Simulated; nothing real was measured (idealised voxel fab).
process module | voxel quadruple lines
cross-section cut | 245 nm wide | cells 5 nm
A cross-section is a grid of square cells, given in bands from the top down. A band is one or more rows of cells.
Each band's line starts with the height of the band's top and of its bottom, in nm. Then come its materials from left to right, each with its width in nm. One material with "throughout" fills the band from edge to edge. "air" is empty space.
Height 0 is the level under which the wafer as received is all one material. The lowest band goes on downwards, as in "0 down".
A width such as "30 to 40" changes by the same amount from each row of cells to the next, from the band's top row to its bottom row.
"no change" after a step means that no cell of the cross-section changed.
closed voids: empty space of 8 cells or more with no open way to the top, each as width x height at its distance from the left edge, in nm
after a step's settings: what the simulator itself notes on the step
overlay nm, on a step with a mask: how far to the right of its planned place the mask lay; to the left if negative
plan
1 op RECEIVE | material Si
2 op CONFORMAL_DEP | material Al2O3 | thk nm 5
3 op DIRECTIONAL_DEP | material TiN | thk nm 10
4 op DIRECTIONAL_DEP | material polySi | thk nm 20
5 op DIRECTIONAL_DEP | material aC | thk nm 20
6 op PATTERN | tone cover | mask id MANDREL | material resist | width nm 20 | pitch nm 60 | thk nm 25 | overlay nm 0
7 op DIRECTIONAL_ETCH | etch materials aC | depth nm 20
8 op STRIP | etch materials resist
9 op CONFORMAL_DEP | material SiO2 | thk nm 10
10 op DIRECTIONAL_ETCH | etch materials SiO2 | depth nm 10
11 op STRIP | etch materials aC
12 op DIRECTIONAL_ETCH | etch materials polySi | depth nm 20
13 op STRIP | etch materials SiO2
14 op CONFORMAL_DEP | material SiCN | thk nm 5
15 op DIRECTIONAL_ETCH | etch materials SiCN | depth nm 5
16 op STRIP | etch materials polySi
17 op DIRECTIONAL_ETCH | etch materials TiN | depth nm 10
18 op STRIP | etch materials SiCN
19 op FILL_DEP | material SiO2 | thk nm 5
20 op CMP | height nm 15
first wafer, as planned
as received, after step 1
  0 down: Si throughout
  closed voids: none
after step 2
  5 to 0: Al2O3 throughout
  below 0: unchanged
after step 3
  15 to 5: TiN throughout
  below 5: unchanged
after step 4
  35 to 15: polySi throughout
  below 15: unchanged
after step 5
  55 to 35: aC throughout
  below 35: unchanged
after step 6
  80 to 55: air 80 | resist 20 | air 40 | resist 20 | air 85
  below 55: unchanged
after step 7
  60 to 55: air 80 | resist 20 | air 40 | resist 20 | air 85
  55 to 35: air 80 | aC 20 | air 40 | aC 20 | air 85
  below 35: unchanged
after step 8
  55 to 35: air 80 | aC 20 | air 40 | aC 20 | air 85
  below 35: unchanged
after step 9
  65 to 55: air 70 | SiO2 40 | air 20 | SiO2 40 | air 75
  55 to 45: air 70 | SiO2 10 | aC 20 | SiO2 10 | air 20 | SiO2 10 | aC 20 | SiO2 10 | air 75
  45 to 35: SiO2 80 | aC 20 | SiO2 40 | aC 20 | SiO2 85
  below 35: unchanged
after step 10
  55 to 35: air 70 | SiO2 10 | aC 20 | SiO2 10 | air 20 | SiO2 10 | aC 20 | SiO2 10 | air 75
  below 35: unchanged
after step 11
  55 to 35: air 70 | SiO2 10 | air 20 | SiO2 10 | air 20 | SiO2 10 | air 20 | SiO2 10 | air 75
  below 35: unchanged
after step 12
  55 to 35: air 70 | SiO2 10 | air 20 | SiO2 10 | air 20 | SiO2 10 | air 20 | SiO2 10 | air 75
  35 to 15: air 70 | polySi 10 | air 20 | polySi 10 | air 20 | polySi 10 | air 20 | polySi 10 | air 75
  below 15: unchanged
after step 13
  35 to 15: air 70 | polySi 10 | air 20 | polySi 10 | air 20 | polySi 10 | air 20 | polySi 10 | air 75
  below 15: unchanged
after step 14
  40 to 35: air 65 | SiCN 20 | air 10 | SiCN 20 | air 10 | SiCN 20 | air 10 | SiCN 20 | air 70
  35 to 20: air 65 | SiCN 5 | polySi 10 | SiCN 5 | air 10 | SiCN 5 | polySi 10 | SiCN 5 | air 10 | SiCN 5 | polySi 10 | SiCN 5 | air 10 | SiCN 5 | polySi 10 | SiCN 5 | air 70
  20 to 15: SiCN 70 | polySi 10 | SiCN 20 | polySi 10 | SiCN 20 | polySi 10 | SiCN 20 | polySi 10 | SiCN 75
  below 15: unchanged
after step 15
  35 to 15: air 65 | SiCN 5 | polySi 10 | SiCN 5 | air 10 | SiCN 5 | polySi 10 | SiCN 5 | air 10 | SiCN 5 | polySi 10 | SiCN 5 | air 10 | SiCN 5 | polySi 10 | SiCN 5 | air 70
  below 15: unchanged
after step 16
  35 to 15: air 65 | SiCN 5 | air 10 | SiCN 5 | air 10 | SiCN 5 | air 10 | SiCN 5 | air 10 | SiCN 5 | air 10 | SiCN 5 | air 10 | SiCN 5 | air 10 | SiCN 5 | air 70
  below 15: unchanged
after step 17
  35 to 15: air 65 | SiCN 5 | air 10 | SiCN 5 | air 10 | SiCN 5 | air 10 | SiCN 5 | air 10 | SiCN 5 | air 10 | SiCN 5 | air 10 | SiCN 5 | air 10 | SiCN 5 | air 70
  15 to 5: air 65 | TiN 5 | air 10 | TiN 5 | air 10 | TiN 5 | air 10 | TiN 5 | air 10 | TiN 5 | air 10 | TiN 5 | air 10 | TiN 5 | air 10 | TiN 5 | air 70
  below 5: unchanged
after step 18
  15 to 5: air 65 | TiN 5 | air 10 | TiN 5 | air 10 | TiN 5 | air 10 | TiN 5 | air 10 | TiN 5 | air 10 | TiN 5 | air 10 | TiN 5 | air 10 | TiN 5 | air 70
  below 5: unchanged
after step 19
  20 to 15: SiO2 throughout
  15 to 5: SiO2 65 | TiN 5 | SiO2 10 | TiN 5 | SiO2 10 | TiN 5 | SiO2 10 | TiN 5 | SiO2 10 | TiN 5 | SiO2 10 | TiN 5 | SiO2 10 | TiN 5 | SiO2 10 | TiN 5 | SiO2 70
  below 5: unchanged
after step 20
  15 to 5: SiO2 65 | TiN 5 | SiO2 10 | TiN 5 | SiO2 10 | TiN 5 | SiO2 10 | TiN 5 | SiO2 10 | TiN 5 | SiO2 10 | TiN 5 | SiO2 10 | TiN 5 | SiO2 10 | TiN 5 | SiO2 70
  below 5: unchanged
second wafer: like start, like plan, one mistake. Through step 2 it matches the first wafer
when step 3 should have ended
  25 to 5: polySi throughout
  below 5: unchanged
when step 4 should have ended
  35 to 25: TiN throughout
  below 25: unchanged
when step 5 should have ended
  55 to 35: aC throughout
  below 35: unchanged
when step 6 should have ended
  80 to 55: air 80 | resist 20 | air 40 | resist 20 | air 85
  below 55: unchanged
when step 7 should have ended
  60 to 55: air 80 | resist 20 | air 40 | resist 20 | air 85
  55 to 35: air 80 | aC 20 | air 40 | aC 20 | air 85
  below 35: unchanged
when step 8 should have ended
  55 to 35: air 80 | aC 20 | air 40 | aC 20 | air 85
  below 35: unchanged
when step 9 should have ended
  65 to 55: air 70 | SiO2 40 | air 20 | SiO2 40 | air 75
  55 to 45: air 70 | SiO2 10 | aC 20 | SiO2 10 | air 20 | SiO2 10 | aC 20 | SiO2 10 | air 75
  45 to 35: SiO2 80 | aC 20 | SiO2 40 | aC 20 | SiO2 85
  below 35: unchanged
when step 10 should have ended
  55 to 35: air 70 | SiO2 10 | aC 20 | SiO2 10 | air 20 | SiO2 10 | aC 20 | SiO2 10 | air 75
  below 35: unchanged
when step 11 should have ended
  55 to 35: air 70 | SiO2 10 | air 20 | SiO2 10 | air 20 | SiO2 10 | air 20 | SiO2 10 | air 75
  below 35: unchanged
when step 12 should have ended: no change
when step 13 should have ended
  35 to 25: TiN throughout
  below 25: unchanged
when step 14 should have ended
  40 to 35: SiCN throughout
  below 35: unchanged
when step 15 should have ended
  35 to 25: TiN throughout
  below 25: unchanged
when step 16 should have ended: no change
when step 17 should have ended
  25 to 5: polySi throughout
  below 5: unchanged
when step 18 should have ended: no change
when step 19 should have ended
  30 to 25: SiO2 throughout
  below 25: unchanged
when step 20 should have ended
  15 to 5: polySi throughout
  below 5: unchanged
what went wrong: steps 3 and 4 were swapped
at the end the second wafer has, in cells: 82 fewer of SiO2 | 16 fewer of TiN | 98 more of polySi
